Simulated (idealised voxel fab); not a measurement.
The name of this process module is voxel gate over fins.
FYI the section here is cut, 185 nm wide, cells are 5 nm squares.
How to read a cross-section here: the picture is a grid of square cells, written as bands going from the top down, and any band can span one or more rows of cells. First you get the band's top height and its bottom height, in nm, and then the materials it's made of, left to right, with each width in nm. If you see a single material with "full width", that one covers the band edge to edge. "blank" is empty space. Height datum 0, below which the as-received substrate wafer is one material. Lowest band open at the bottom, running downward: "0 down". Width: "30 to 40" (first number = top row, second number = bottom row, same change from row to row of cells). Key: "no change" - step with no changed cell in the cross-section. You'll see "Trapped cavities" listing empty spaces that have no way open to the top, as long as they're 8 cells or more; the notation is width x height at distance, where the distance is from the left edge, and all of it is in nm. The remark found on a step's line after its settings is issued by the simulator itself and pertains to that step. Steps that use a mask can have "overlay nm" on their line. It says how far the mask sat to the right of where it was meant to be. Negative means to the left.

List of planned process steps:
- 1: RECEIVE | material Si
- 2: CONFORMAL_DEP | material SiN | thk nm 5
- 3: DIRECTIONAL_DEP | material aC | thk nm 15
- 4: PATTERN | tone cover | mask id FINS | material resist | width nm 15 | pitch nm 35 | thk nm 30 | overlay nm 0
- 5: DIRECTIONAL_ETCH | etch materials aC | depth nm 15
- 6: STRIP | etch materials resist
- 7: DIRECTIONAL_ETCH | etch materials SiN | depth nm 5
- 8: DIRECTIONAL_ETCH | etch materials Si | depth nm 30
- 9: STRIP | etch materials aC
- 10: OXIDIZE | depth nm 5
- 11: FILL_DEP | material SiO2 | thk nm 15
- 12: CMP | height nm 5
- 13: SELECTIVE_ETCH | etch materials SiO2 | depth nm 15
- 14: STRIP | etch materials SiN
- 15: CONFORMAL_DEP | material HfO2 | thk nm 5
- 16: CONFORMAL_DEP | material TiN | thk nm 5
- 17: CONFORMAL_DEP | material TiAl | thk nm 5
- 18: CONFORMAL_DEP | material TiN | thk nm 5
- 19: FILL_DEP | material W | thk nm 10
- 20: CMP | height nm 25
- 21: CONFORMAL_DEP | material SiCN | thk nm 5

Here's what the wafer looked like in cross-section when it arrived - that's after step 1:
  0 down | Si full width
  Trapped cavities: none

First wafer of two, sectioned at end of module; run went per plan:
  30 to 25 | SiCN full width
  25 to 20 | W full width
  20 to 15 | W 15 nm, then TiN 150 nm, then W 20 nm
  15 to 10 | W 15 nm, then TiN 5 nm, then TiAl 140 nm, then TiN 5 nm, then W 20 nm
  10 to 5 | TiN 20 nm, then TiAl 5 nm, then TiN 25 nm, then TiAl 10 nm, then TiN 25 nm, then TiAl 10 nm, then TiN 25 nm, then TiAl 10 nm, then TiN 25 nm, then TiAl 5 nm, then TiN 25 nm
  5 to 0 | TiAl 25 nm, then TiN 5 nm, then HfO2 15 nm, then TiN 5 nm, then TiAl 10 nm, then TiN 5 nm, then HfO2 15 nm, then TiN 5 nm, then TiAl 10 nm, then TiN 5 nm, then HfO2 15 nm, then TiN 5 nm, then TiAl 10 nm, then TiN 5 nm, then HfO2 15 nm, then TiN 5 nm, then TiAl 30 nm
  0 to -5 | TiN 30 nm, then HfO2 5 nm, then Si 5 nm, then HfO2 5 nm, then TiN 20 nm, then HfO2 5 nm, then Si 5 nm, then HfO2 5 nm, then TiN 20 nm, then HfO2 5 nm, then Si 5 nm, then HfO2 5 nm, then TiN 20 nm, then HfO2 5 nm, then Si 5 nm, then HfO2 5 nm, then TiN 35 nm
  -5 to -10 | HfO2 35 nm, then Si 5 nm, then HfO2 30 nm, then Si 5 nm, then HfO2 30 nm, then Si 5 nm, then HfO2 30 nm, then Si 5 nm, then HfO2 40 nm
  -10 to -35 | SiO2 35 nm, then Si 5 nm, then SiO2 30 nm, then Si 5 nm, then SiO2 30 nm, then Si 5 nm, then SiO2 30 nm, then Si 5 nm, then SiO2 40 nm
  -35 down | Si full width
  Trapped cavities: none

Cross-sectional view of the second of two wafers upon completion of the module. This wafer shared its starting condition and process plan with the first; one error was made during its execution:
  30 to 25 | SiCN full width
  25 to 20 | W full width
  20 to 15 | W 10 nm, then TiN 150 nm, then W 25 nm
  15 to 10 | W 10 nm, then TiN 5 nm, then TiAl 140 nm, then TiN 5 nm, then W 25 nm
  10 to 5 | TiN 15 nm, then TiAl 5 nm, then TiN 25 nm, then TiAl 10 nm, then TiN 25 nm, then TiAl 10 nm, then TiN 25 nm, then TiAl 10 nm, then TiN 25 nm, then TiAl 5 nm, then TiN 30 nm
  5 to 0 | TiAl 20 nm, then TiN 5 nm, then HfO2 15 nm, then TiN 5 nm, then TiAl 10 nm, then TiN 5 nm, then HfO2 15 nm, then TiN 5 nm, then TiAl 10 nm, then TiN 5 nm, then HfO2 15 nm, then TiN 5 nm, then TiAl 10 nm, then TiN 5 nm, then HfO2 15 nm, then TiN 5 nm, then TiAl 35 nm
  0 to -5 | TiN 25 nm, then HfO2 5 nm, then Si 5 nm, then HfO2 5 nm, then TiN 20 nm, then HfO2 5 nm, then Si 5 nm, then HfO2 5 nm, then TiN 20 nm, then HfO2 5 nm, then Si 5 nm, then HfO2 5 nm, then TiN 20 nm, then HfO2 5 nm, then Si 5 nm, then HfO2 5 nm, then TiN 40 nm
  -5 to -10 | HfO2 30 nm, then Si 5 nm, then HfO2 30 nm, then Si 5 nm, then HfO2 30 nm, then Si 5 nm, then HfO2 30 nm, then Si 5 nm, then HfO2 45 nm
  -10 to -35 | SiO2 30 nm, then Si 5 nm, then SiO2 30 nm, then Si 5 nm, then SiO2 30 nm, then Si 5 nm, then SiO2 30 nm, then Si 5 nm, then SiO2 45 nm
  -35 down | Si full width
  Trapped cavities: none
So what did we get wrong on this run? step 4 went in with a setting other than planned; the actual run was PATTERN | tone cover | mask id FINS | material resist | width nm 15 | pitch nm 35 | thk nm 30 | overlay nm -5
At the end, each material covers as many cells on the second wafer as it does on the first, though the cells it covers are elsewhere.
